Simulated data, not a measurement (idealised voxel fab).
Documented hereafter: the process module known as voxel quadruple lines.
245 nm wide, 5 nm square cells: that's cross-section cut.
In what follows, cross-sections appear as grids of square cells, described through bands that run from the top down, where every band is one or more rows of cells.
What a band's entry tells you: where the top is and where the bottom is, as heights in nm, and after that what lies inside, material by material from left to right, each with its width in nm. Empty space is written as the word "blank", and a single material marked with the word "all across" occupies the band from edge to edge.
Note: height 0 marks the level under which the wafer is uniformly one material as received. Lowest band unbounded below, written "top 0, no bottom".
Quick explanation for "30..40": the width changes in equal steps down the rows of cells, from the first number in the band's top row to the second number in its bottom row.
"no modifications" means the step left every cell of the cross-section as it was.
"Fully closed voids" - sealed voids, min. 8 cells, no opening to top; format: width x height at distance (distance from left edge; nm throughout).
On a step's line, text after the settings is the simulator commenting on that step.
On any step carrying a mask, the "overlay nm" setting, if present on the step's line, tells how far right of its planned place the mask lay; negative values point to the left.
Heads up before you read on: it's before/after pairs around one process step each, after side only down to the lowest band that changed, step plus settings under the pair. Pairs can be from different runs of this module, same starting wafer, so only chain a pair onto the one above if its "Before step" entry says so.
Before step
> top 30, bottom 15 = blank: 45  polySi: 15  blank: 30  polySi: 15  blank: 40  polySi: 15  blank: 30  polySi: 15  blank: 40
> top 15, bottom 5 = Ru all across
> top 5, bottom 0 = Al2O3 all across
> top 0, no bottom = Si all across
> Fully closed voids: none
Section After Processing
> top 40, bottom 30 = blank: 35  SiN: 35  blank: 10  SiN: 35  blank: 20  SiN: 35  blank: 10  SiN: 35  blank: 30
> top 30, bottom 25 = blank: 35  SiN: 10  polySi: 15  SiN: 10  blank: 10  SiN: 10  polySi: 15  SiN: 10  blank: 20  SiN: 10  polySi: 15  SiN: 10  blank: 10  SiN: 10  polySi: 15  SiN: 10  blank: 30
> top 25, bottom 15 = SiN: 45  polySi: 15  SiN: 30  polySi: 15  SiN: 40  polySi: 15  SiN: 30  polySi: 15  SiN: 40
> Whatever lies below 15 is exactly as it was before.
> Fully closed voids: none
Step, before to after (see cross-sections above): CONFORMAL_DEP, material SiN, thk nm 10
Before step: equal to the after panel directly above.
Section After Processing
> top 30, bottom 15 = blank: 35  SiN: 10  polySi: 15  SiN: 10  blank: 10  SiN: 10  polySi: 15  SiN: 10  blank: 20  SiN: 10  polySi: 15  SiN: 10  blank: 10  SiN: 10  polySi: 15  SiN: 10  blank: 30
> Whatever lies below 15 is exactly as it was before.
> Fully closed voids: none
Step, before to after (see cross-sections above): DIRECTIONAL_ETCH, etch materials SiN, depth nm 10
Before step: equal to the after panel directly above.
Section After Processing
> top 30, bottom 15 = blank: 35  SiN: 10  blank: 15  SiN: 10  blank: 10  SiN: 10  blank: 15  SiN: 10  blank: 20  SiN: 10  blank: 15  SiN: 10  blank: 10  SiN: 10  blank: 15  SiN: 10  blank: 30
> Whatever lies below 15 is exactly as it was before.
> Fully closed voids: none
Step, before to after (see cross-sections above): STRIP, etch materials polySi
Before step: equal to the after panel directly above.
Section After Processing
> top 30, bottom 15 = blank: 35  SiN: 10  blank: 15  SiN: 10  blank: 10  SiN: 10  blank: 15  SiN: 10  blank: 20  SiN: 10  blank: 15  SiN: 10  blank: 10  SiN: 10  blank: 15  SiN: 10  blank: 30
> top 15, bottom 5 = blank: 35  Ru: 10  blank: 15  Ru: 10  blank: 10  Ru: 10  blank: 15  Ru: 10  blank: 20  Ru: 10  blank: 15  Ru: 10  blank: 10  Ru: 10  blank: 15  Ru: 10  blank: 30
> Whatever lies below 5 is exactly as it was before.
> Fully closed voids: none
Step, before to after (see cross-sections above): DIRECTIONAL_ETCH, etch materials Ru, depth nm 10
Before step: equal to the after panel directly above.
Section After Processing
> top 15, bottom 5 = blank: 35  Ru: 10  blank: 15  Ru: 10  blank: 10  Ru: 10  blank: 15  Ru: 10  blank: 20  Ru: 10  blank: 15  Ru: 10  blank: 10  Ru: 10  blank: 15  Ru: 10  blank: 30
> Whatever lies below 5 is exactly as it was before.
> Fully closed voids: none
Step, before to after (see cross-sections above): STRIP, etch materials SiN
Before step: equal to the after panel directly above.
Section After Processing
> top 20, bottom 15 = SiO2 all across
> top 15, bottom 5 = SiO2: 35  Ru: 10  SiO2: 15  Ru: 10  SiO2: 10  Ru: 10  SiO2: 15  Ru: 10  SiO2: 20  Ru: 10  SiO2: 15  Ru: 10  SiO2: 10  Ru: 10  SiO2: 15  Ru: 10  SiO2: 30
> Whatever lies below 5 is exactly as it was before.
> Fully closed voids: none
Step, before to after (see cross-sections above): FILL_DEP, material SiO2, thk nm 5
Before step: equal to the after panel directly above.
Section After Processing
> top 15, bottom 5 = SiO2: 35  Ru: 10  SiO2: 15  Ru: 10  SiO2: 10  Ru: 10  SiO2: 15  Ru: 10  SiO2: 20  Ru: 10  SiO2: 15  Ru: 10  SiO2: 10  Ru: 10  SiO2: 15  Ru: 10  SiO2: 30
> Whatever lies below 5 is exactly as it was before.
> Fully closed voids: none
Step, before to after (see cross-sections above): CMP, height nm 15
Before step
> top 55, bottom 30 = aC all across
> top 30, bottom 15 = polySi all across
> top 15, bottom 5 = Ru all across
> top 5, bottom 0 = Al2O3 all across
> top 0, no bottom = Si all across
> Fully closed voids: none
Section After Processing
> top 85, bottom 55 = blank: 45  resist: 35  blank: 65  resist: 35  blank: 65
> Whatever lies below 55 is exactly as it was before.
> Fully closed voids: none
Step, before to after (see cross-sections above): PATTERN, tone cover, mask id MANDREL, material resist, width nm 35, pitch nm 100, thk nm 30, overlay nm -10
Before step: equal to the after panel directly above.
Section After Processing
> top 60, bottom 55 = blank: 45  resist: 35  blank: 65  resist: 35  blank: 65
> top 55, bottom 30 = blank: 45  aC: 35  blank: 65  aC: 35  blank: 65
> Whatever lies below 30 is exactly as it was before.
> Fully closed voids: none
Step, before to after (see cross-sections above): DIRECTIONAL_ETCH, etch materials aC, depth nm 25
Before step: equal to the after panel directly above.
Section After Processing
> top 55, bottom 30 = blank: 45  aC: 35  blank: 65  aC: 35  blank: 65
> Whatever lies below 30 is exactly as it was before.
> Fully closed voids: none
Step, before to after (see cross-sections above): STRIP, etch materials resist
Before step: equal to the after panel directly above.
Section After Processing
> top 70, bottom 55 = blank: 30  SiO2: 65  blank: 35  SiO2: 65  blank: 50
> top 55, bottom 45 = blank: 30  SiO2: 15  aC: 35  SiO2: 15  blank: 35  SiO2: 15  aC: 35  SiO2: 15  blank: 50
> top 45, bottom 30 = SiO2: 45  aC: 35  SiO2: 65  aC: 35  SiO2: 65
> Whatever lies below 30 is exactly as it was before.
> Fully closed voids: none
Step, before to after (see cross-sections above): CONFORMAL_DEP, material SiO2, thk nm 15
Before step: equal to the after panel directly above.
Section After Processing
> top 55, bottom 30 = blank: 30  SiO2: 15  aC: 35  SiO2: 15  blank: 35  SiO2: 15  aC: 35  SiO2: 15  blank: 50
> Whatever lies below 30 is exactly as it was before.
> Fully closed voids: none
Step, before to after (see cross-sections above): DIRECTIONAL_ETCH, etch materials SiO2, depth nm 15
Before step: equal to the after panel directly above.
Section After Processing
> top 55, bottom 30 = blank: 30  SiO2: 15  blank: 35  SiO2: 15  blank: 35  SiO2: 15  blank: 35  SiO2: 15  blank: 50
> Whatever lies below 30 is exactly as it was before.
> Fully closed voids: none
Step, before to after (see cross-sections above): STRIP, etch materials aC
Before step: equal to the after panel directly above.
Section After Processing
> top 55, bottom 30 = blank: 30  SiO2: 15  blank: 35  SiO2: 15  blank: 35  SiO2: 15  blank: 35  SiO2: 15  blank: 50
> top 30, bottom 15 = blank: 30  polySi: 15  blank: 35  polySi: 15  blank: 35  polySi: 15  blank: 35  polySi: 15  blank: 50
> Whatever lies below 15 is exactly as it was before.
> Fully closed voids: none
Step, before to after (see cross-sections above): DIRECTIONAL_ETCH, etch materials polySi, depth nm 15
Before step: equal to the after panel directly above.
Section After Processing
> top 30, bottom 15 = blank: 30  polySi: 15  blank: 35  polySi: 15  blank: 35  polySi: 15  blank: 35  polySi: 15  blank: 50
> Whatever lies below 15 is exactly as it was before.
> Fully closed voids: none
Step, before to after (see cross-sections above): STRIP, etch materials SiO2
Before step: equal to the after panel directly above.
Section After Processing
> top 40, bottom 30 = blank: 20  SiN: 35  blank: 15  SiN: 35  blank: 15  SiN: 35  blank: 15  SiN: 35  blank: 40
> top 30, bottom 25 = blank: 20  SiN: 10  polySi: 15  SiN: 10  blank: 15  SiN: 10  polySi: 15  SiN: 10  blank: 15  SiN: 10  polySi: 15  SiN: 10  blank: 15  SiN: 10  polySi: 15  SiN: 10  blank: 40
> top 25, bottom 15 = SiN: 30  polySi: 15  SiN: 35  polySi: 15  SiN: 35  polySi: 15  SiN: 35  polySi: 15  SiN: 50
> Whatever lies below 15 is exactly as it was before.
> Fully closed voids: none
Step, before to after (see cross-sections above): CONFORMAL_DEP, material SiN, thk nm 10
Before step: equal to the after panel directly above.
Section After Processing
> top 30, bottom 15 = blank: 20  SiN: 10  polySi: 15  SiN: 10  blank: 15  SiN: 10  polySi: 15  SiN: 10  blank: 15  SiN: 10  polySi: 15  SiN: 10  blank: 15  SiN: 10  polySi: 15  SiN: 10  blank: 40
> Whatever lies below 15 is exactly as it was before.
> Fully closed voids: none
Step, before to after (see cross-sections above): DIRECTIONAL_ETCH, etch materials SiN, depth nm 10
Before step: equal to the after panel directly above.
Section After Processing
> top 30, bottom 15 = blank: 20  SiN: 10  blank: 15  SiN: 10  blank: 15  SiN: 10  blank: 15  SiN: 10  blank: 15  SiN: 10  blank: 15  SiN: 10  blank: 15  SiN: 10  blank: 15  SiN: 10  blank: 40
> Whatever lies below 15 is exactly as it was before.
> Fully closed voids: none
Step, before to after (see cross-sections above): STRIP, etch materials polySi
Before step: equal to the after panel directly above.
Section After Processing
> top 30, bottom 15 = blank: 20  SiN: 10  blank: 15  SiN: 10  blank: 15  SiN: 10  blank: 15  SiN: 10  blank: 15  SiN: 10  blank: 15  SiN: 10  blank: 15  SiN: 10  blank: 15  SiN: 10  blank: 40
> top 15, bottom 5 = blank: 20  Ru: 10  blank: 15  Ru: 10  blank: 15  Ru: 10  blank: 15  Ru: 10  blank: 15  Ru: 10  blank: 15  Ru: 10  blank: 15  Ru: 10  blank: 15  Ru: 10  blank: 40
> Whatever lies below 5 is exactly as it was before.
> Fully closed voids: none
Step, before to after (see cross-sections above): DIRECTIONAL_ETCH, etch materials Ru, depth nm 10
Before step: equal to the after panel directly above.
Section After Processing
> top 15, bottom 5 = blank: 20  Ru: 10  blank: 15  Ru: 10  blank: 15  Ru: 10  blank: 15  Ru: 10  blank: 15  Ru: 10  blank: 15  Ru: 10  blank: 15  Ru: 10  blank: 15  Ru: 10  blank: 40
> Whatever lies below 5 is exactly as it was before.
> Fully closed voids: none
Step, before to after (see cross-sections above): STRIP, etch materials SiN
Before step: equal to the after panel directly above.
Section After Processing
> top 20, bottom 15 = SiO2 all across
> top 15, bottom 5 = SiO2: 20  Ru: 10  SiO2: 15  Ru: 10  SiO2: 15  Ru: 10  SiO2: 15  Ru: 10  SiO2: 15  Ru: 10  SiO2: 15  Ru: 10  SiO2: 15  Ru: 10  SiO2: 15  Ru: 10  SiO2: 40
> Whatever lies below 5 is exactly as it was before.
> Fully closed voids: none
Step, before to after (see cross-sections above): FILL_DEP, material SiO2, thk nm 5
Before step: equal to the after panel directly above.
Section After Processing
> top 15, bottom 5 = SiO2: 20  Ru: 10  SiO2: 15  Ru: 10  SiO2: 15  Ru: 10  SiO2: 15  Ru: 10  SiO2: 15  Ru: 10  SiO2: 15  Ru: 10  SiO2: 15  Ru: 10  SiO2: 15  Ru: 10  SiO2: 40
> Whatever lies below 5 is exactly as it was before.
> Fully closed voids: none
Step, before to after (see cross-sections above): CMP, height nm 15
Before step
> top 30, bottom 15 = blank: 30  SiN: 10  polySi: 15  SiN: 10  blank: 15  SiN: 10  polySi: 15  SiN: 10  blank: 15  SiN: 10  polySi: 15  SiN: 10  blank: 15  SiN: 10  polySi: 15  SiN: 10  blank: 30
> top 15, bottom 5 = Ru all across
> top 5, bottom 0 = Al2O3 all across
> top 0, no bottom = Si all across
> Fully closed voids: none
Section After Processing
> top 30, bottom 15 = blank: 40  polySi: 15  blank: 35  polySi: 15  blank: 35  polySi: 15  blank: 35  polySi: 15  blank: 40
> Whatever lies below 15 is exactly as it was before.
> Fully closed voids: none
Step, before to after (see cross-sections above): STRIP, etch materials SiN
Before step: equal to the after panel directly above.
Section After Processing
> top 30, bottom 15 = blank: 40  polySi: 15  blank: 35  polySi: 15  blank: 35  polySi: 15  blank: 35  polySi: 15  blank: 40
> top 15, bottom 5 = blank: 40  Ru: 15  blank: 35  Ru: 15  blank: 35  Ru: 15  blank: 35  Ru: 15  blank: 40
> Whatever lies below 5 is exactly as it was before.
> Fully closed voids: none
Step, before to after (see cross-sections above): DIRECTIONAL_ETCH, etch materials Ru, depth nm 10
Before step: equal to the after panel directly above.
Section After Processing
> top 35, bottom 30 = SiO2 all across
> top 30, bottom 15 = SiO2: 40  polySi: 15  SiO2: 35  polySi: 15  SiO2: 35  polySi: 15  SiO2: 35  polySi: 15  SiO2: 40
> top 15, bottom 5 = SiO2: 40  Ru: 15  SiO2: 35  Ru: 15  SiO2: 35  Ru: 15  SiO2: 35  Ru: 15  SiO2: 40
> Whatever lies below 5 is exactly as it was before.
> Fully closed voids: none
Step, before to after (see cross-sections above): FILL_DEP, material SiO2, thk nm 5
Before step: equal to the after panel directly above.
Section After Processing
> top 15, bottom 5 = SiO2: 40  Ru: 15  SiO2: 35  Ru: 15  SiO2: 35  Ru: 15  SiO2: 35  Ru: 15  SiO2: 40
> Whatever lies below 5 is exactly as it was before.
> Fully closed voids: none
Step, before to after (see cross-sections above): CMP, height nm 15
Before step
> top 55, bottom 30 = aC all across
> top 30, bottom 15 = polySi all across
> top 15, bottom 5 = Ru all across
> top 5, bottom 0 = Al2O3 all across
> top 0, no bottom = Si all across
> Fully closed voids: none
Section After Processing
> top 85, bottom 55 = resist: 55  blank: 35  resist: 65  blank: 35  resist: 55
> Whatever lies below 55 is exactly as it was before.
> Fully closed voids: none
Step, before to after (see cross-sections above): PATTERN, tone open, mask id MANDREL, material resist, width nm 35, pitch nm 100, thk nm 30, overlay nm 0
Before step: equal to the after panel directly above.
Section After Processing
> top 60, bottom 55 = resist: 55  blank: 35  resist: 65  blank: 35  resist: 55
> top 55, bottom 30 = aC: 55  blank: 35  aC: 65  blank: 35  aC: 55
> Whatever lies below 30 is exactly as it was before.
> Fully closed voids: none
Step, before to after (see cross-sections above): DIRECTIONAL_ETCH, etch materials aC, depth nm 25
Before step: equal to the after panel directly above.
Section After Processing
> top 55, bottom 30 = aC: 55  blank: 35  aC: 65  blank: 35  aC: 55
> Whatever lies below 30 is exactly as it was before.
> Fully closed voids: none
Step, before to after (see cross-sections above): STRIP, etch materials resist
Before step: equal to the after panel directly above.
Section After Processing
> top 70, bottom 55 = SiO2: 70  blank: 5  SiO2: 95  blank: 5  SiO2: 70
> top 55, bottom 45 = aC: 55  SiO2: 15  blank: 5  SiO2: 15  aC: 65  SiO2: 15  blank: 5  SiO2: 15  aC: 55
> top 45, bottom 30 = aC: 55  SiO2: 35  aC: 65  SiO2: 35  aC: 55
> Whatever lies below 30 is exactly as it was before.
> Fully closed voids: none
Step, before to after (see cross-sections above): CONFORMAL_DEP, material SiO2, thk nm 15
Before step: equal to the after panel directly above.
Section After Processing
> top 55, bottom 30 = aC: 55  SiO2: 15  blank: 5  SiO2: 15  aC: 65  SiO2: 15  blank: 5  SiO2: 15  aC: 55
> Whatever lies below 30 is exactly as it was before.
> Fully closed voids: none
Step, before to after (see cross-sections above): DIRECTIONAL_ETCH, etch materials SiO2, depth nm 15
Before step: equal to the after panel directly above.
Section After Processing
> top 55, bottom 30 = blank: 55  SiO2: 15  blank: 5  SiO2: 15  blank: 65  SiO2: 15  blank: 5  SiO2: 15  blank: 55
> Whatever lies below 30 is exactly as it was before.
> Fully closed voids: none
Step, before to after (see cross-sections above): STRIP, etch materials aC
Before step: equal to the after panel directly above.
Section After Processing
> top 55, bottom 30 = blank: 55  SiO2: 15  blank: 5  SiO2: 15  blank: 65  SiO2: 15  blank: 5  SiO2: 15  blank: 55
> top 30, bottom 15 = blank: 55  polySi: 15  blank: 5  polySi: 15  blank: 65  polySi: 15  blank: 5  polySi: 15  blank: 55
> Whatever lies below 15 is exactly as it was before.
> Fully closed voids: none
Step, before to after (see cross-sections above): DIRECTIONAL_ETCH, etch materials polySi, depth nm 15
Before step: equal to the after panel directly above.
Section After Processing
> top 30, bottom 15 = blank: 55  polySi: 15  blank: 5  polySi: 15  blank: 65  polySi: 15  blank: 5  polySi: 15  blank: 55
> Whatever lies below 15 is exactly as it was before.
> Fully closed voids: none
Step, before to after (see cross-sections above): STRIP, etch materials SiO2
Before step: equal to the after panel directly above.
Section After Processing
> top 40, bottom 30 = blank: 45  SiN: 55  blank: 45  SiN: 55  blank: 45
> top 30, bottom 25 = blank: 45  SiN: 10  polySi: 15  SiN: 5  polySi: 15  SiN: 10  blank: 45  SiN: 10  polySi: 15  SiN: 5  polySi: 15  SiN: 10  blank: 45
> top 25, bottom 15 = SiN: 55  polySi: 15  SiN: 5  polySi: 15  SiN: 65  polySi: 15  SiN: 5  polySi: 15  SiN: 55
> Whatever lies below 15 is exactly as it was before.
> Fully closed voids: none
Step, before to after (see cross-sections above): CONFORMAL_DEP, material SiN, thk nm 10
Before step: equal to the after panel directly above.
Section After Processing
> top 30, bottom 15 = blank: 45  SiN: 10  polySi: 15  SiN: 5  polySi: 15  SiN: 10  blank: 45  SiN: 10  polySi: 15  SiN: 5  polySi: 15  SiN: 10  blank: 45
> Whatever lies below 15 is exactly as it was before.
> Fully closed voids: none
Step, before to after (see cross-sections above): DIRECTIONAL_ETCH, etch materials SiN, depth nm 10
Before step: equal to the after panel directly above.
Section After Processing
> top 30, bottom 15 = blank: 45  SiN: 10  blank: 15  SiN: 5  blank: 15  SiN: 10  blank: 45  SiN: 10  blank: 15  SiN: 5  blank: 15  SiN: 10  blank: 45
> Whatever lies below 15 is exactly as it was before.
> Fully closed voids: none
Step, before to after (see cross-sections above): STRIP, etch materials polySi
Before step: equal to the after panel directly above.
Section After Processing
> top 30, bottom 15 = blank: 45  SiN: 10  blank: 15  SiN: 5  blank: 15  SiN: 10  blank: 45  SiN: 10  blank: 15  SiN: 5  blank: 15  SiN: 10  blank: 45
> top 15, bottom 5 = blank: 45  Ru: 10  blank: 15  Ru: 5  blank: 15  Ru: 10  blank: 45  Ru: 10  blank: 15  Ru: 5  blank: 15  Ru: 10  blank: 45
> Whatever lies below 5 is exactly as it was before.
> Fully closed voids: none
Step, before to after (see cross-sections above): DIRECTIONAL_ETCH, etch materials Ru, depth nm 10
Before step: equal to the after panel directly above.
Section After Processing
> top 15, bottom 5 = blank: 45  Ru: 10  blank: 15  Ru: 5  blank: 15  Ru: 10  blank: 45  Ru: 10  blank: 15  Ru: 5  blank: 15  Ru: 10  blank: 45
> Whatever lies below 5 is exactly as it was before.
> Fully closed voids: none
Step, before to after (see cross-sections above): STRIP, etch materials SiN
Before step: equal to the after panel directly above.
Section After Processing
> top 20, bottom 15 = SiO2 all across
> top 15, bottom 5 = SiO2: 45  Ru: 10  SiO2: 15  Ru: 5  SiO2: 15  Ru: 10  SiO2: 45  Ru: 10  SiO2: 15  Ru: 5  SiO2: 15  Ru: 10  SiO2: 45
> Whatever lies below 5 is exactly as it was before.
> Fully closed voids: none
Step, before to after (see cross-sections above): FILL_DEP, material SiO2, thk nm 5
Before step: equal to the after panel directly above.
Section After Processing
> top 15, bottom 5 = SiO2: 45  Ru: 10  SiO2: 15  Ru: 5  SiO2: 15  Ru: 10  SiO2: 45  Ru: 10  SiO2: 15  Ru: 5  SiO2: 15  Ru: 10  SiO2: 45
> Whatever lies below 5 is exactly as it was before.
> Fully closed voids: none
Step, before to after (see cross-sections above): CMP, height nm 15
